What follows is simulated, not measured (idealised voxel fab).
This section sets out a process module, namely voxel self aligned contacts.
It is cross-section cut that appears here, measuring 260 nm in width, its square cells being 5 nm in size.
Notation: cross-section as square-cell grid; stated in bands, top first, going down; one or more cell rows per band.
Within each band entry, the heights of the top and of the bottom of the band appear first, in that order and in nm; the materials of the band then follow from left to right, each with its corresponding width in nm. The designation "all across" on a single material indicates that it fills the band from edge to edge; the designation "blank" indicates empty space.
All heights in this document are referenced to 0, defined as the level beneath which the wafer, as received, consists entirely of one material. The lowest band is not bounded below; it extends indefinitely downward and is written in the form "0 nm and below".
The notation "30->40" denotes a width that varies across the rows of cells in the band, beginning at the first number in the top row, finishing at the second number in the bottom row, and changing by an identical amount from each row to the next.
You'll sometimes find "changes: none" written for a step, and that's the way of saying that nowhere in the cross-section did a cell change during that step.
For the entry "Sealed void listing", the listed items are empty spaces with no open way to the top whose size is 8 cells or more; each item follows the pattern width x height at distance, where distance is from the left edge and all three are in nm.
Heads up: the bit after the settings on a step's line is the simulator's remark on that step.
If you see "overlay nm" on a step's line and that step has a mask, it's telling you how far right of where it was planned the mask ended up; a negative number means it went left instead.

[The planned process steps are enumerated hereunder]
1,RECEIVE | material Si
2,CONFORMAL_DEP | material SiO2 | thk nm 5
3,DIRECTIONAL_DEP | material polySi | thk nm 20
4,DIRECTIONAL_DEP | material SiN | thk nm 20
5,DIRECTIONAL_DEP | material aC | thk nm 10
6,PATTERN | tone cover | mask id GATE | material resist | width nm 30 | pitch nm 70 | thk nm 25 | overlay nm 0
7,DIRECTIONAL_ETCH | etch materials aC | depth nm 10
8,STRIP | etch materials resist
9,DIRECTIONAL_ETCH | etch materials SiN | depth nm 20
10,DIRECTIONAL_ETCH | etch materials polySi | depth nm 20
11,STRIP | etch materials aC
12,CONFORMAL_DEP | material SiN | thk nm 10
13,DIRECTIONAL_ETCH | etch materials SiN | depth nm 10
14,FILL_DEP | material SiO2 | thk nm 20
15,CMP | height nm 55
16,MASKED_ETCH | tone open | mask id CONTACT | width nm 50 | pitch nm 70 | etch materials SiO2 | depth nm 55 | overlay nm 0
17,CONFORMAL_DEP | material TiN | thk nm 5
18,FILL_DEP | material W | thk nm 5
19,CMP | height nm 55
20,CONFORMAL_DEP | material SiN | thk nm 5

[Cross-section: wafer on arrival = after step 1]
> 0 nm and below  Si all across
> Sealed void listing: none

[Starting structure and process plan are as shown above, but one mistake was made in running the module; the wafer cross-section at the end of the module follows]
> 60 nm to 55 nm  SiN all across
> 55 nm to 45 nm  70 SiO2  5 TiN  40 W  5 TiN  20 SiO2  5 TiN  40 W  5 TiN  70 SiO2
> 45 nm to 40 nm  70 SiO2  20 TiN  10 W  20 TiN  20 SiO2  20 TiN  10 W  20 TiN  70 SiO2
> 40 nm to 20 nm  35 SiO2  50 SiN  5 TiN  10 W  5 TiN  50 SiN  5 TiN  10 W  5 TiN  50 SiN  35 SiO2
> 20 nm to 5 nm  35 SiO2  10 SiN  30 polySi  10 SiN  5 TiN  10 W  5 TiN  10 SiN  30 polySi  10 SiN  5 TiN  10 W  5 TiN  10 SiN  30 polySi  10 SiN  35 SiO2
> 5 nm to 0 nm  35 SiO2  10 SiN  30 polySi  10 SiN  20 TiN  10 SiN  30 polySi  10 SiN  20 TiN  10 SiN  30 polySi  10 SiN  35 SiO2
> 0 nm and below  Si all across
> Sealed void listing: none
Deviation from plan: step 2 of the plan was excluded from execution and never run
